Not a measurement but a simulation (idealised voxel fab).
The following is a process module called voxel capacitor over wiring.
Section shown: cut. Width: 240 nm. Cell size: 5 nm, square.
This document writes a cross-section as a grid whose cells are square, and gives it as bands, listed from the top down; one or more rows of cells form a band.
Within each band entry, the heights of the top and of the bottom of the band appear first, in that order and in nm; the materials of the band then follow from left to right, each with its corresponding width in nm. The designation "all across" on a single material indicates that it fills the band from edge to edge; the designation "air" indicates empty space.
Convention: height 0 is the level below which the wafer, as received, is all one material. The lowest band does not terminate at the bottom but continues downward, represented as "z 0 and below".
Per-row width for "30 to 40": begins at first number (top row of band), ends at second number (bottom row), increment between rows held constant.
It should be understood that the words "identical to before", when stated for a given step, signify that the cross-section underwent no change in any of its cells during that step.
If an empty space has no open way to the top and is at least 8 cells in size, "Enclosed void catalog" lists it, written width x height at distance, where distance is measured from the left edge and every value is in nm.
Whatever follows a step's settings on its line is a remark the simulator itself makes about that step.
What "overlay nm" on a step's line means: if the step has a mask, that mask lay this far to the right of its planned place, or, when the value is negative, to the left.

Process steps foreseen in the plan:
- 1: RECEIVE (material Si)
- 2: CONFORMAL_DEP (material SiO2; thk nm 15)
- 3: DIRECTIONAL_DEP (material TiN; thk nm 5)
- 4: DIRECTIONAL_DEP (material Ru; thk nm 25)
- 5: DIRECTIONAL_DEP (material aC; thk nm 15)
- 6: PATTERN (tone cover; mask id METAL_1; material resist; width nm 20; pitch nm 75; thk nm 35; overlay nm 0)
- 7: DIRECTIONAL_ETCH (etch materials aC; depth nm 15)
- 8: STRIP (etch materials resist)
- 9: DIRECTIONAL_ETCH (etch materials Ru; depth nm 25)
- 10: DIRECTIONAL_ETCH (etch materials TiN; depth nm 5)
- 11: STRIP (etch materials aC)
- 12: CONFORMAL_DEP (material SiCN; thk nm 5)
- 13: FILL_DEP (material lowk; thk nm 5)
- 14: CMP (height nm 45)
- 15: CONFORMAL_DEP (material SiCN; thk nm 5)
- 16: DIRECTIONAL_DEP (material SiO2; thk nm 15)
- 17: PATTERN (tone open; mask id PLUG_1; material resist; width nm 15; thk nm 20; overlay nm 0)
- 18: DIRECTIONAL_ETCH (etch materials SiO2; depth nm 15)
- 19: DIRECTIONAL_ETCH (etch materials SiCN; depth nm 5)
- 20: STRIP (etch materials resist)
- 21: CONFORMAL_DEP (material TiN; thk nm 5)
- 22: FILL_DEP (material Ru; thk nm 5)
- 23: CMP (height nm 65)
- 24: DIRECTIONAL_DEP (material TiN; thk nm 10)
- 25: DIRECTIONAL_DEP (material HfO2; thk nm 5)
- 26: DIRECTIONAL_DEP (material TiN; thk nm 5)
- 27: MASKED_ETCH (tone cover; mask id UPPER_PLATE; width nm 60; etch materials TiN; depth nm 5; overlay nm 0)
- 28: MASKED_ETCH (tone cover; mask id UPPER_PLATE; width nm 60; etch materials HfO2; depth nm 5; overlay nm 0)
- 29: PATTERN (tone cover; mask id LOWER_PLATE; material resist; width nm 70; thk nm 15; overlay nm 0)
- 30: DIRECTIONAL_ETCH (etch materials TiN; depth nm 10)
- 31: STRIP (etch materials resist)
- 32: FILL_DEP (material SiO2; thk nm 20)
- 33: CMP (height nm 100)
- 34: DIRECTIONAL_DEP (material aC; thk nm 10)
- 35: PATTERN (tone open; mask id PLUG_2; material resist; width nm 15; thk nm 30; overlay nm 0)
- 36: DIRECTIONAL_ETCH (etch materials aC; depth nm 10)
- 37: STRIP (etch materials resist)
- 38: DIRECTIONAL_ETCH (etch materials SiO2; depth nm 15)
- 39: STRIP (etch materials aC)
- 40: CONFORMAL_DEP (material TiN; thk nm 5)
- 41: FILL_DEP (material W; thk nm 5)
- 42: CMP (height nm 100)
- 43: CONFORMAL_DEP (material SiCN; thk nm 5)

As-received wafer cross-section (after step 1):
- z 0 and below = Si all across
- Enclosed void catalog: none

Sectioned view, first of two wafers, at the close of the module, processed as intended in the plan:
- z 105 to 100 = SiCN all across
- z 100 to 90 = 85 SiO2 / 5 TiN / 5 W / 5 TiN / 140 SiO2
- z 90 to 80 = 85 to 75 SiO2 / 15 to 60 TiN / 140 to 105 SiO2
- z 80 to 75 = 75 SiO2 / 60 HfO2 / 105 SiO2
- z 75 to 65 = 70 SiO2 / 70 TiN / 100 SiO2
- z 65 to 50 = 75 SiO2 / 5 TiN / 5 Ru / 5 TiN / 150 SiO2
- z 50 to 45 = 75 SiCN / 15 TiN / 150 SiCN
- z 45 to 20 = 65 lowk / 5 SiCN / 20 Ru / 5 SiCN / 45 lowk / 5 SiCN / 20 Ru / 5 SiCN / 70 lowk
- z 20 to 15 = 70 SiCN / 20 TiN / 55 SiCN / 20 TiN / 75 SiCN
- z 15 to 0 = SiO2 all across
- z 0 and below = Si all across
- Enclosed void catalog: none

Now the second wafer, cross-sectioned at the end of the module. Nothing different at the start, nothing different in the plan compared with the first, just one mistake when it was actually run:
- z 105 to 100 = SiCN all across
- z 100 to 90 = 85 SiO2 / 5 TiN / 5 W / 5 TiN / 140 SiO2
- z 90 to 80 = 85 to 75 SiO2 / 15 to 60 TiN / 140 to 105 SiO2
- z 80 to 75 = 75 SiO2 / 60 HfO2 / 105 SiO2
- z 75 to 65 = 70 SiO2 / 70 TiN / 100 SiO2
- z 65 to 60 = 75 SiCN / 15 TiN / 150 SiCN
- z 60 to 45 = SiO2 all across
- z 45 to 20 = 65 lowk / 5 SiCN / 20 Ru / 5 SiCN / 45 lowk / 5 SiCN / 20 Ru / 5 SiCN / 70 lowk
- z 20 to 15 = 70 SiCN / 20 TiN / 55 SiCN / 20 TiN / 75 SiCN
- z 15 to 0 = SiO2 all across
- z 0 and below = Si all across
- Enclosed void catalog: none
Heads up, the wafer didn't run the way we planned it: steps 15 and 16 of the plan were run in the wrong order, each in the other's place
Final cells, second wafer relative to first, materials higher or lower: -3 Ru, +9 SiO2, -6 TiN
